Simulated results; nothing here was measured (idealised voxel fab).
This is a process module. Its name is voxel self aligned contacts.
In the cross-section labelled cut, the width is 300 nm and each square cell is 5 nm.
Just so we're on the same page, the cross-sections are grids of square cells, and they're listed out in bands top to bottom, each band one or more rows deep. The band entry comprises the height of the band's top followed by the height of its bottom, expressed in nm, and subsequently the band's materials from left to right, each stated together with its width in nm. Where a single material is marked with the word "all across", that material fills the band from edge to edge. The word "air" represents empty space. Heights are reckoned from 0. Under this level, the received wafer is all of one material. The bottommost band is open-ended downward, for example "0 -> down". Read "30->40" as a graded width: first number on top, second number at the bottom, same change between each pair of neighbouring rows. The cross-section has no changed cell in any step marked "left unchanged". "Fully sealed cavities" - sealed voids, min. 8 cells, no opening to top; format: width x height at distance (distance from left edge; nm throughout). It should be noted that, on the line of a given step, the content following the step's settings is a remark produced by the simulator itself with respect to that step. overlay nm: where the mask lay relative to plan, measured to the right, on steps with a mask; negatives go left.
# This section lists the process steps that were planned
| 1 | RECEIVE | material Si |
| 2 | OXIDIZE | depth nm 5 |
| 3 | DIRECTIONAL_DEP | material polySi | thk nm 30 |
| 4 | DIRECTIONAL_DEP | material SiN | thk nm 20 |
| 5 | DIRECTIONAL_DEP | material aC | thk nm 10 |
| 6 | PATTERN | tone cover | mask id GATE | material resist | width nm 30 | pitch nm 65 | thk nm 30 | overlay nm 0 |
| 7 | DIRECTIONAL_ETCH | etch materials aC | depth nm 10 |
| 8 | STRIP | etch materials resist |
| 9 | DIRECTIONAL_ETCH | etch materials SiN | depth nm 20 |
| 10 | DIRECTIONAL_ETCH | etch materials polySi | depth nm 30 |
| 11 | STRIP | etch materials aC |
| 12 | CONFORMAL_DEP | material SiN | thk nm 5 |
| 13 | DIRECTIONAL_ETCH | etch materials SiN | depth nm 5 |
| 14 | FILL_DEP | material SiO2 | thk nm 10 |
| 15 | CMP | height nm 55 |
| 16 | MASKED_ETCH | tone open | mask id CONTACT | width nm 45 | pitch nm 65 | etch materials SiO2 | depth nm 60 | overlay nm 0 |
| 17 | CONFORMAL_DEP | material TiN | thk nm 5 |
| 18 | FILL_DEP | material Ru | thk nm 10 |
| 19 | CMP | height nm 55 |
| 20 | CONFORMAL_DEP | material SiN | thk nm 5 |
# The first of two wafers, run as planned
# Cross-section of the incoming wafer, state after step 1
- 0 -> down: Si all across
- Fully sealed cavities: none
# Cross-section of the wafer subsequent to step 2
- 0 -> -5: SiO2 all across
- Below -5, the layers are the same as they were.
# Cross-section of the wafer subsequent to step 3
- 30 -> 0: polySi all across
- Below 0, the layers are the same as they were.
# Cross-section of the wafer subsequent to step 4
- 50 -> 30: SiN all across
- Below 30, the layers are the same as they were.
# Cross-section of the wafer subsequent to step 5
- 60 -> 50: aC all across
- Below 50, the layers are the same as they were.
# Cross-section of the wafer subsequent to step 6
- 90 -> 60: air=70  resist=30  air=35  resist=30  air=35  resist=30  air=70
- Below 60, the layers are the same as they were.
# Cross-section of the wafer subsequent to step 7
- 80 -> 60: air=70  resist=30  air=35  resist=30  air=35  resist=30  air=70
- 60 -> 50: air=70  aC=30  air=35  aC=30  air=35  aC=30  air=70
- Below 50, the layers are the same as they were.
# Cross-section of the wafer subsequent to step 8
- 60 -> 50: air=70  aC=30  air=35  aC=30  air=35  aC=30  air=70
- Below 50, the layers are the same as they were.
# Cross-section of the wafer subsequent to step 9
- 60 -> 50: air=70  aC=30  air=35  aC=30  air=35  aC=30  air=70
- 50 -> 30: air=70  SiN=30  air=35  SiN=30  air=35  SiN=30  air=70
- Below 30, the layers are the same as they were.
# Cross-section of the wafer subsequent to step 10
- 60 -> 50: air=70  aC=30  air=35  aC=30  air=35  aC=30  air=70
- 50 -> 30: air=70  SiN=30  air=35  SiN=30  air=35  SiN=30  air=70
- 30 -> 0: air=70  polySi=30  air=35  polySi=30  air=35  polySi=30  air=70
- Below 0, the layers are the same as they were.
# Cross-section of the wafer subsequent to step 11
- 50 -> 30: air=70  SiN=30  air=35  SiN=30  air=35  SiN=30  air=70
- Below 30, the layers are the same as they were.
# Cross-section of the wafer subsequent to step 12
- 55 -> 30: air=65  SiN=40  air=25  SiN=40  air=25  SiN=40  air=65
- 30 -> 5: air=65  SiN=5  polySi=30  SiN=5  air=25  SiN=5  polySi=30  SiN=5  air=25  SiN=5  polySi=30  SiN=5  air=65
- 5 -> 0: SiN=70  polySi=30  SiN=35  polySi=30  SiN=35  polySi=30  SiN=70
- Below 0, the layers are the same as they were.
# Cross-section of the wafer subsequent to step 13
- 50 -> 30: air=65  SiN=40  air=25  SiN=40  air=25  SiN=40  air=65
- 30 -> 0: air=65  SiN=5  polySi=30  SiN=5  air=25  SiN=5  polySi=30  SiN=5  air=25  SiN=5  polySi=30  SiN=5  air=65
- Below 0, the layers are the same as they were.
# Cross-section of the wafer subsequent to step 14
- 60 -> 50: SiO2 all across
- 50 -> 30: SiO2=65  SiN=40  SiO2=25  SiN=40  SiO2=25  SiN=40  SiO2=65
- 30 -> 0: SiO2=65  SiN=5  polySi=30  SiN=5  SiO2=25  SiN=5  polySi=30  SiN=5  SiO2=25  SiN=5  polySi=30  SiN=5  SiO2=65
- Below 0, the layers are the same as they were.
# Cross-section of the wafer subsequent to step 15
- 55 -> 50: SiO2 all across
- Below 50, the layers are the same as they were.
# Cross-section of the wafer subsequent to step 16
- 55 -> 50: SiO2=95  air=45  SiO2=20  air=45  SiO2=95
- 50 -> 30: SiO2=65  SiN=40  air=25  SiN=40  air=25  SiN=40  SiO2=65
- 30 -> 0: SiO2=65  SiN=5  polySi=30  SiN=5  air=25  SiN=5  polySi=30  SiN=5  air=25  SiN=5  polySi=30  SiN=5  SiO2=65
- 0 -> -5: SiO2=105  air=25  SiO2=40  air=25  SiO2=105
- Below -5, the layers are the same as they were.
# Cross-section of the wafer subsequent to step 17
- 60 -> 55: TiN=100  air=35  TiN=30  air=35  TiN=100
- 55 -> 50: SiO2=95  TiN=15  air=15  TiN=15  SiO2=20  TiN=15  air=15  TiN=15  SiO2=95
- 50 -> 30: SiO2=65  SiN=40  TiN=5  air=15  TiN=5  SiN=40  TiN=5  air=15  TiN=5  SiN=40  SiO2=65
- 30 -> 0: SiO2=65  SiN=5  polySi=30  SiN=5  TiN=5  air=15  TiN=5  SiN=5  polySi=30  SiN=5  TiN=5  air=15  TiN=5  SiN=5  polySi=30  SiN=5  SiO2=65
- 0 -> -5: SiO2=105  TiN=25  SiO2=40  TiN=25  SiO2=105
- Below -5, the layers are the same as they were.
# Cross-section of the wafer subsequent to step 18
- 70 -> 60: Ru all across
- 60 -> 55: TiN=100  Ru=35  TiN=30  Ru=35  TiN=100
- 55 -> 50: SiO2=95  TiN=15  Ru=15  TiN=15  SiO2=20  TiN=15  Ru=15  TiN=15  SiO2=95
- 50 -> 30: SiO2=65  SiN=40  TiN=5  Ru=15  TiN=5  SiN=40  TiN=5  Ru=15  TiN=5  SiN=40  SiO2=65
- 30 -> 0: SiO2=65  SiN=5  polySi=30  SiN=5  TiN=5  Ru=15  TiN=5  SiN=5  polySi=30  SiN=5  TiN=5  Ru=15  TiN=5  SiN=5  polySi=30  SiN=5  SiO2=65
- Below 0, the layers are the same as they were.
# Cross-section of the wafer subsequent to step 19
- 55 -> 50: SiO2=95  TiN=15  Ru=15  TiN=15  SiO2=20  TiN=15  Ru=15  TiN=15  SiO2=95
- Below 50, the layers are the same as they were.
# Cross-section of the wafer subsequent to step 20
- 60 -> 55: SiN all across
- Below 55, the layers are the same as they were.
# Okay, second wafer. Nothing different at the start, nothing different in the plan, just one mistake somewhere in the running. As far as step 11, counting that step, it's the first wafer all over again
# Second wafer, sectioned view, at step 12's planned end time
- 45 -> 30: air=70  SiN=30  air=35  SiN=30  air=35  SiN=30  air=70
- Below 30, the layers are the same as they were.
# Second wafer, sectioned view, at step 13's planned end time
- 50 -> 30: air=65  SiN=40  air=25  SiN=40  air=25  SiN=40  air=65
- 30 -> 5: air=65  SiN=5  polySi=30  SiN=5  air=25  SiN=5  polySi=30  SiN=5  air=25  SiN=5  polySi=30  SiN=5  air=65
- 5 -> 0: SiN=70  polySi=30  SiN=35  polySi=30  SiN=35  polySi=30  SiN=70
- Below 0, the layers are the same as they were.
# Second wafer, sectioned view, at step 14's planned end time
- 60 -> 50: SiO2 all across
- 50 -> 30: SiO2=65  SiN=40  SiO2=25  SiN=40  SiO2=25  SiN=40  SiO2=65
- 30 -> 5: SiO2=65  SiN=5  polySi=30  SiN=5  SiO2=25  SiN=5  polySi=30  SiN=5  SiO2=25  SiN=5  polySi=30  SiN=5  SiO2=65
- Below 5, the layers are the same as they were.
# Second wafer, sectioned view, at step 15's planned end time
- 55 -> 50: SiO2 all across
- Below 50, the layers are the same as they were.
# Second wafer, sectioned view, at step 16's planned end time
- 55 -> 50: SiO2=95  air=45  SiO2=20  air=45  SiO2=95
- 50 -> 30: SiO2=65  SiN=40  air=25  SiN=40  air=25  SiN=40  SiO2=65
- 30 -> 5: SiO2=65  SiN=5  polySi=30  SiN=5  air=25  SiN=5  polySi=30  SiN=5  air=25  SiN=5  polySi=30  SiN=5  SiO2=65
- Below 5, the layers are the same as they were.
# Second wafer, sectioned view, at step 17's planned end time
- 60 -> 55: TiN=100  air=35  TiN=30  air=35  TiN=100
- 55 -> 50: SiO2=95  TiN=15  air=15  TiN=15  SiO2=20  TiN=15  air=15  TiN=15  SiO2=95
- 50 -> 30: SiO2=65  SiN=40  TiN=5  air=15  TiN=5  SiN=40  TiN=5  air=15  TiN=5  SiN=40  SiO2=65
- 30 -> 10: SiO2=65  SiN=5  polySi=30  SiN=5  TiN=5  air=15  TiN=5  SiN=5  polySi=30  SiN=5  TiN=5  air=15  TiN=5  SiN=5  polySi=30  SiN=5  SiO2=65
- 10 -> 5: SiO2=65  SiN=5  polySi=30  SiN=5  TiN=25  SiN=5  polySi=30  SiN=5  TiN=25  SiN=5  polySi=30  SiN=5  SiO2=65
- Below 5, the layers are the same as they were.
# Second wafer, sectioned view, at step 18's planned end time
- 70 -> 60: Ru all across
- 60 -> 55: TiN=100  Ru=35  TiN=30  Ru=35  TiN=100
- 55 -> 50: SiO2=95  TiN=15  Ru=15  TiN=15  SiO2=20  TiN=15  Ru=15  TiN=15  SiO2=95
- 50 -> 30: SiO2=65  SiN=40  TiN=5  Ru=15  TiN=5  SiN=40  TiN=5  Ru=15  TiN=5  SiN=40  SiO2=65
- 30 -> 10: SiO2=65  SiN=5  polySi=30  SiN=5  TiN=5  Ru=15  TiN=5  SiN=5  polySi=30  SiN=5  TiN=5  Ru=15  TiN=5  SiN=5  polySi=30  SiN=5  SiO2=65
- Below 10, the layers are the same as they were.
# Second wafer, sectioned view, at step 19's planned end time
- 55 -> 50: SiO2=95  TiN=15  Ru=15  TiN=15  SiO2=20  TiN=15  Ru=15  TiN=15  SiO2=95
- Below 50, the layers are the same as they were.
# Second wafer, sectioned view, at step 20's planned end time
- 60 -> 55: SiN all across
- Below 55, the layers are the same as they were.
In executing the process, a mistake was made relative to the plan: sequence error: steps 12 and 13 interchanged
Cell-count delta at end, second wafer over first, by material: -12 Ru, +36 SiN, -16 SiO2, -8 TiN
